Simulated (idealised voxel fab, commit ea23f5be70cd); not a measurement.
Process module heading - voxel capacitor over wiring
Xsec cut, 275 nm wide, square cell size 5 nm.
Cross-section, as written here: a square-cell grid given band by band from the top down, where a band holds one or more rows of cells. Heads up on the band format: heights come first, top then bottom, in nm. After that it's the materials left to right, each with its width in nm. A single material flagged "everywhere" fills the whole band edge to edge, and "empty" means there's empty space there. Heights are reckoned from 0. Under this level, the received wafer is all of one material. The bottommost band is open-ended downward, for example "from 0 down". Width "30->40": first value at the band's top row of cells, second value at its bottom row, equal change from row to row. Step marked "everything unchanged"? Then no cell in the cross-section changed in it. You'll see "closed voids" listing empty spaces that have no way open to the top, as long as they're 8 cells or more; the notation is width x height at distance, where the distance is from the left edge, and all of it is in nm. Read whatever lies past the settings on a step's line as the simulator's own remark about the step. Among the settings permitted on a step's line is "overlay nm"; applied to a step with a mask, it specifies the extent to which the mask lay to the right of its planned position, whereas a negative figure signifies a position to the left.
List of planned process steps:
| 1 | RECEIVE, material Si |
| 2 | CONFORMAL_DEP, material SiO2, thk nm 10 |
| 3 | CONFORMAL_DEP, material SiCN, thk nm 5 |
| 4 | DIRECTIONAL_DEP, material lowk, thk nm 20 |
| 5 | MASKED_ETCH, tone open, mask id METAL_1, width nm 30, pitch nm 90, etch materials lowk, depth nm 20, overlay nm 0 |
| 6 | MASKED_ETCH, tone open, mask id METAL_1, width nm 30, pitch nm 90, etch materials SiCN, depth nm 5, overlay nm 0 |
| 7 | CONFORMAL_DEP, material TiN, thk nm 5 |
| 8 | FILL_DEP, material Cu, thk nm 5 |
| 9 | CMP, height nm 35 |
| 10 | CONFORMAL_DEP, material SiCN, thk nm 5 |
| 11 | DIRECTIONAL_DEP, material SiO2, thk nm 15 |
| 12 | PATTERN, tone open, mask id PLUG_1, material resist, width nm 15, thk nm 20, overlay nm 0 |
| 13 | DIRECTIONAL_ETCH, etch materials SiO2, depth nm 15 |
| 14 | DIRECTIONAL_ETCH, etch materials SiCN, depth nm 5 |
| 15 | STRIP, etch materials resist |
| 16 | CONFORMAL_DEP, material TiN, thk nm 5 |
| 17 | FILL_DEP, material Ru, thk nm 10 |
| 18 | CMP, height nm 55 |
| 19 | DIRECTIONAL_DEP, material TiN, thk nm 5 |
| 20 | DIRECTIONAL_DEP, material SiN, thk nm 5 |
| 21 | DIRECTIONAL_DEP, material TiN, thk nm 5 |
| 22 | MASKED_ETCH, tone cover, mask id UPPER_PLATE, width nm 65, etch materials TiN, depth nm 5, overlay nm 0 |
| 23 | MASKED_ETCH, tone cover, mask id UPPER_PLATE, width nm 65, etch materials SiN, depth nm 5, overlay nm 0 |
| 24 | PATTERN, tone cover, mask id LOWER_PLATE, material resist, width nm 75, thk nm 15, overlay nm 0 |
| 25 | DIRECTIONAL_ETCH, etch materials TiN, depth nm 5 |
| 26 | STRIP, etch materials resist |
| 27 | FILL_DEP, material SiO2, thk nm 20 |
| 28 | CMP, height nm 85 |
| 29 | MASKED_ETCH, tone open, mask id PLUG_2, width nm 15, etch materials SiO2, depth nm 15, overlay nm 0 |
| 30 | CONFORMAL_DEP, material TiN, thk nm 5 |
| 31 | FILL_DEP, material Ru, thk nm 5 |
| 32 | CMP, height nm 85 |
| 33 | CONFORMAL_DEP, material SiN, thk nm 5 |
The cross-section here shows the wafer as received, i.e. in its state after step 1:
> from 0 down: Si everywhere
> closed voids: none
Final cross-section, module run with one mistake (start and plan as above):
> from 90 to 85: SiN everywhere
> from 85 to 75: 100 nm SiO2 / 5 nm TiN / 5 nm Ru / 5 nm TiN / 160 nm SiO2
> from 75 to 65: 100->90 nm SiO2 / 15->65 nm TiN / 160->120 nm SiO2
> from 65 to 60: 90 nm SiO2 / 65 nm SiN / 120 nm SiO2
> from 60 to 55: 85 nm SiO2 / 80 nm TiN / 110 nm SiO2
> from 55 to 40: 90 nm SiO2 / 5 nm TiN / 5 nm Ru / 5 nm TiN / 170 nm SiO2
> from 40 to 35: 90 nm SiCN / 15 nm TiN / 170 nm SiCN
> from 35 to 15: 75 nm lowk / 5 nm TiN / 20 nm Cu / 5 nm TiN / 60 nm lowk / 5 nm TiN / 20 nm Cu / 5 nm TiN / 80 nm lowk
> from 15 to 10: 75 nm SiCN / 30 nm TiN / 60 nm SiCN / 30 nm TiN / 80 nm SiCN
> from 10 to 0: SiO2 everywhere
> from 0 down: Si everywhere
> closed voids: none
Plan not followed: note that step 24 departed from the planned setting and was carried out as PATTERN, tone cover, mask id LOWER_PLATE, material resist, width nm 80, thk nm 15, overlay nm 0
